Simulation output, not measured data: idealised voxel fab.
Title: Process Module voxel transistor to metal
We display cut, a cross-section 160 nm in width whose square cells are each 5 nm.
The cross-sections in this document take the form of a grid made of square cells. They are written out as bands, in order from top to bottom. Each band consists of one or more rows of cells. Quick guide to a band line: top height, bottom height (nm) up front; then every material left to right with its width in nm. Only one material and it's marked "throughout"? Then it fills the band edge to edge. And "blank" just means empty space. Height is counted from the level 0, under which the received wafer is composed throughout of one material. The lowest of the bands is not closed at the bottom but continues downward, in the notation "0 down". Per-row width for "30->40": begins at first number (top row of band), ends at second number (bottom row), increment between rows held constant. Step marked "remained unchanged"? Then no cell in the cross-section changed in it. Entry "Trapped voids". Content: empty spaces with no open connection to the top, size 8 cells or greater. Each: width x height at distance. Distance: from left edge. Unit: nm. Anything after a step's settings on that line? It's the simulator's own note about the step. Each step line may optionally specify "overlay nm", which for a step with a mask gives the rightward distance between the mask's planned place and where it lay, a negative value indicating the leftward direction.

Here's what the planned process steps look like
1,RECEIVE [material Si]
2,OXIDIZE [depth nm 5]
3,CONFORMAL_DEP [material SiN] [thk nm 10]
4,MASKED_ETCH [tone cover] [mask id ACTIVE] [width nm 100] [etch materials SiN] [depth nm 10] [overlay nm 0]
5,MASKED_ETCH [tone cover] [mask id ACTIVE] [width nm 100] [etch materials SiO2] [depth nm 5] [overlay nm 0]
6,MASKED_ETCH [tone cover] [mask id ACTIVE] [width nm 100] [etch materials Si] [depth nm 25] [overlay nm 0]
7,OXIDIZE [depth nm 5]
8,FILL_DEP [material SiO2] [thk nm 15]
9,CMP [height nm 10]
10,SELECTIVE_ETCH [etch materials SiO2] [depth nm 5]
11,STRIP [etch materials SiN]
12,SELECTIVE_ETCH [etch materials SiO2] [depth nm 5]
13,OXIDIZE [depth nm 5]
14,DIRECTIONAL_DEP [material polySi] [thk nm 30]
15,DIRECTIONAL_DEP [material SiCN] [thk nm 10]
16,MASKED_ETCH [tone cover] [mask id GATE] [width nm 20] [etch materials SiCN] [depth nm 20] [overlay nm 0]
17,MASKED_ETCH [tone cover] [mask id GATE] [width nm 20] [etch materials polySi] [depth nm 40] [overlay nm 0]
18,CONFORMAL_DEP [material SiN] [thk nm 5]
19,DIRECTIONAL_ETCH [etch materials SiN] [depth nm 5]
20,DIRECTIONAL_ETCH [etch materials SiO2] [depth nm 5]
21,EPI [material pSi] [thk nm 5]
22,FILL_DEP [material SiO2] [thk nm 10]
23,CMP [height nm 35]
24,DIRECTIONAL_DEP [material SiO2] [thk nm 15]
25,MASKED_ETCH [tone open] [mask id CONTACT] [width nm 15] [pitch nm 75] [etch materials SiO2] [depth nm 55] [overlay nm 0]
26,CONFORMAL_DEP [material TiN] [thk nm 5]
27,FILL_DEP [material Ru] [thk nm 5]
28,CMP [height nm 50]
29,CONFORMAL_DEP [material SiCN] [thk nm 5]
30,DIRECTIONAL_DEP [material SiO2] [thk nm 25]
31,PATTERN [tone open] [mask id METAL_1] [material resist] [width nm 15] [pitch nm 75] [thk nm 15] [overlay nm 0]
32,DIRECTIONAL_ETCH [etch materials SiO2] [depth nm 25]
33,DIRECTIONAL_ETCH [etch materials SiCN] [depth nm 5]
34,STRIP [etch materials resist]
35,CONFORMAL_DEP [material TiN] [thk nm 5]
36,FILL_DEP [material Ru] [thk nm 5]
37,CMP [height nm 80]
38,EPI [material Ru] [thk nm 5]
39,FILL_DEP [material SiCN] [thk nm 5]

Cross-section, incoming material, after step 1
- 0 down  Si throughout
- Trapped voids: none

Wafer cross-section at module end: first of two, run to plan
- 90 to 85  SiCN throughout
- 85 to 80  SiCN=30 / Ru=25 / SiCN=50 / Ru=25 / SiCN=30
- 80 to 55  SiO2=35 / TiN=5 / Ru=5 / TiN=5 / SiO2=60 / TiN=5 / Ru=5 / TiN=5 / SiO2=35
- 55 to 50  SiCN=35 / TiN=15 / SiCN=60 / TiN=15 / SiCN=35
- 50 to 35  SiO2=35 / TiN=5 / Ru=5 / TiN=5 / SiO2=60 / TiN=5 / Ru=5 / TiN=5 / SiO2=35
- 35 to 25  SiO2=35 / TiN=5 / Ru=5 / TiN=5 / SiO2=15 / SiN=5 / SiCN=20 / SiN=5 / SiO2=15 / TiN=5 / Ru=5 / TiN=5 / SiO2=35
- 25 to 0  SiO2=35 / TiN=5 / Ru=5 / TiN=5 / SiO2=15 / SiN=5 / polySi=20 / SiN=5 / SiO2=15 / TiN=5 / Ru=5 / TiN=5 / SiO2=35
- 0 to -5  SiO2=25 / SiN=5 / SiO2=5 / TiN=15 / SiO2=15 / SiN=5 / polySi=20 / SiN=5 / SiO2=15 / TiN=15 / SiO2=5 / SiN=5 / SiO2=25
- -5 to -10  SiO2=30 / pSi=35 / SiO2=30 / pSi=35 / SiO2=30
- -10 to -35  SiO2=35 / Si=90 / SiO2=35
- -35 down  Si throughout
- Trapped voids: none

Module end: cross-section of wafer two of two. Same start and process plan as the first wafer. One mistake during execution
- 90 to 85  SiCN throughout
- 85 to 80  SiCN=30 / Ru=25 / SiCN=50 / Ru=25 / SiCN=30
- 80 to 55  SiO2=35 / TiN=5 / Ru=5 / TiN=5 / SiO2=60 / TiN=5 / Ru=5 / TiN=5 / SiO2=35
- 55 to 50  SiCN=35 / TiN=15 / SiCN=60 / TiN=15 / SiCN=35
- 50 to 35  SiO2=35 / TiN=5 / Ru=5 / TiN=5 / SiO2=60 / TiN=5 / Ru=5 / TiN=5 / SiO2=35
- 35 to 25  SiO2=35 / TiN=5 / Ru=5 / TiN=5 / SiO2=20 / SiN=5 / SiCN=20 / SiN=5 / SiO2=10 / TiN=5 / Ru=5 / TiN=5 / SiO2=35
- 25 to 0  SiO2=35 / TiN=5 / Ru=5 / TiN=5 / SiO2=15 / SiN=5 / polySi=25 / SiN=5 / SiO2=10 / TiN=5 / Ru=5 / TiN=5 / SiO2=35
- 0 to -5  SiO2=25 / SiN=5 / SiO2=5 / TiN=15 / SiO2=15 / SiN=5 / polySi=25 / SiN=5 / SiO2=10 / TiN=15 / SiO2=5 / SiN=5 / SiO2=25
- -5 to -10  SiO2=30 / pSi=35 / SiO2=35 / pSi=30 / SiO2=30
- -10 to -35  SiO2=35 / Si=90 / SiO2=35
- -35 down  Si throughout
- Trapped voids: none
It is concluded that the wafer was processed incorrectly with respect to the plan, in that in deviation from the planned setting, step 16 was conducted as MASKED_ETCH [tone cover] [mask id GATE] [width nm 20] [etch materials SiCN] [depth nm 20] [overlay nm 5]
Per the end-of-run cell counts, the second wafer holds more or fewer of some materials than the first: SiO2: 5 fewer | pSi: 1 fewer | polySi: 6 more
